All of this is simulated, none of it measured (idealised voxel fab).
Process module in this document: voxel self aligned vias
In the cross-section labelled cut, the width is 265 nm and each square cell is 5 nm.
Throughout this document, each cross-section is represented as a grid of square cells and is presented as a sequence of bands enumerated from the top downward, where a band comprises one or more rows of cells. Within each band entry, the heights of the top and of the bottom of the band appear first, in that order and in nm; the materials of the band then follow from left to right, each with its corresponding width in nm. The designation "full width" on a single material indicates that it fills the band from edge to edge; the designation "blank" indicates empty space. We count height from 0. Below that, the starting wafer is all one material. The lowest band never ends at the bottom but goes on down; see "0 down" for how that is written. Note: "30..40" means the width goes from the first number (top row of the band) to the second number (bottom row) in equal steps per row of cells. "changes: none" for a step: no cell of the cross-section changed in that step. Reported under the label "Closed void listing" are the empty spaces having no open way to the top and comprising 8 cells or more; the notation for each is width x height at distance, in which the distance is measured from the left edge and all three values are in nm. Text after the settings on a step's line: the simulator's own remark on that step. The "overlay nm" setting may appear on a step's line; for a step that uses a mask, it gives how far to the right of its planned position the mask lay, and a negative value indicates the left.

### The following list gives the planned process steps
| 1 | RECEIVE [material Si] |
| 2 | CONFORMAL_DEP [material SiO2] [thk nm 15] |
| 3 | CONFORMAL_DEP [material SiCN] [thk nm 5] |
| 4 | DIRECTIONAL_DEP [material SiO2] [thk nm 30] |
| 5 | MASKED_ETCH [tone open] [mask id LINES] [width nm 25] [pitch nm 60] [etch materials SiO2] [depth nm 30] [overlay nm 0] |
| 6 | CONFORMAL_DEP [material TiN] [thk nm 5] |
| 7 | FILL_DEP [material W] [thk nm 5] |
| 8 | CMP [height nm 50] |
| 9 | SELECTIVE_ETCH [etch materials W Ru TiN] [depth nm 10] |
| 10 | FILL_DEP [material SiN] [thk nm 10] |
| 11 | CMP [height nm 50] |
| 12 | DIRECTIONAL_DEP [material SiO2] [thk nm 15] |
| 13 | MASKED_ETCH [tone open] [mask id VIAS] [width nm 45] [pitch nm 60] [etch materials SiO2] [depth nm 15] [overlay nm 0] |
| 14 | MASKED_ETCH [tone open] [mask id VIAS] [width nm 45] [pitch nm 60] [etch materials SiN] [depth nm 10] [overlay nm 0] |
| 15 | CONFORMAL_DEP [material TiN] [thk nm 5] |
| 16 | FILL_DEP [material Ru] [thk nm 5] |
| 17 | CMP [height nm 65] |
| 18 | CONFORMAL_DEP [material SiCN] [thk nm 5] |

### Shown in cross-section is the wafer as received, that is, as it stands after step 1
* 0 down = Si full width
* Closed void listing: none

### Cross-sectional image of the first of two wafers at the end of the module, the run having proceeded as planned
* 70 to 65 = SiCN full width
* 65 to 55 = 50 of SiO2 / 5 of TiN / 35 of Ru / 5 of TiN / 15 of SiO2 / 5 of TiN / 35 of Ru / 5 of TiN / 15 of SiO2 / 5 of TiN / 35 of Ru / 5 of TiN / 50 of SiO2
* 55 to 45 = 50..60 of SiO2 / 15..5 of TiN / 15 of Ru / 15..5 of TiN / 15..35 of SiO2 / 15..5 of TiN / 15 of Ru / 15..5 of TiN / 15..35 of SiO2 / 15..5 of TiN / 15 of Ru / 15..5 of TiN / 50..60 of SiO2
* 45 to 40 = 60 of SiO2 / 25 of TiN / 35 of SiO2 / 25 of TiN / 35 of SiO2 / 25 of TiN / 60 of SiO2
* 40 to 25 = 60 of SiO2 / 5 of TiN / 15 of W / 5 of TiN / 35 of SiO2 / 5 of TiN / 15 of W / 5 of TiN / 35 of SiO2 / 5 of TiN / 15 of W / 5 of TiN / 60 of SiO2
* 25 to 20 = 60 of SiO2 / 25 of TiN / 35 of SiO2 / 25 of TiN / 35 of SiO2 / 25 of TiN / 60 of SiO2
* 20 to 15 = SiCN full width
* 15 to 0 = SiO2 full width
* 0 down = Si full width
* Closed void listing: none

### Module end: cross-section of wafer two of two. Same start and process plan as the first wafer. One mistake during execution
* 70 to 65 = SiCN full width
* 65 to 50 = 50 of SiO2 / 5 of TiN / 35 of Ru / 5 of TiN / 15 of SiO2 / 5 of TiN / 35 of Ru / 5 of TiN / 15 of SiO2 / 5 of TiN / 35 of Ru / 5 of TiN / 50 of SiO2
* 50 to 45 = 50 of SiN / 5 of TiN / 35 of Ru / 5 of TiN / 15 of SiN / 5 of TiN / 35 of Ru / 5 of TiN / 15 of SiN / 5 of TiN / 35 of Ru / 5 of TiN / 50 of SiN
* 45 to 40 = 50 of SiN / 45 of TiN / 15 of SiN / 45 of TiN / 15 of SiN / 45 of TiN / 50 of SiN
* 40 to 25 = 60 of SiO2 / 5 of TiN / 15 of W / 5 of TiN / 35 of SiO2 / 5 of TiN / 15 of W / 5 of TiN / 35 of SiO2 / 5 of TiN / 15 of W / 5 of TiN / 60 of SiO2
* 25 to 20 = 60 of SiO2 / 25 of TiN / 35 of SiO2 / 25 of TiN / 35 of SiO2 / 25 of TiN / 60 of SiO2
* 20 to 15 = SiCN full width
* 15 to 0 = SiO2 full width
* 0 down = Si full width
* Closed void listing: none
Nonconformance to the process plan: heads up, step 4 didn't go per plan, it actually ran as DIRECTIONAL_DEP [material SiO2] [thk nm 20]
In the final state, the cell counts of the second wafer exceed or fall short of those of the first for the following materials: Ru: 24 more, SiN: 52 more, SiO2: 76 fewer
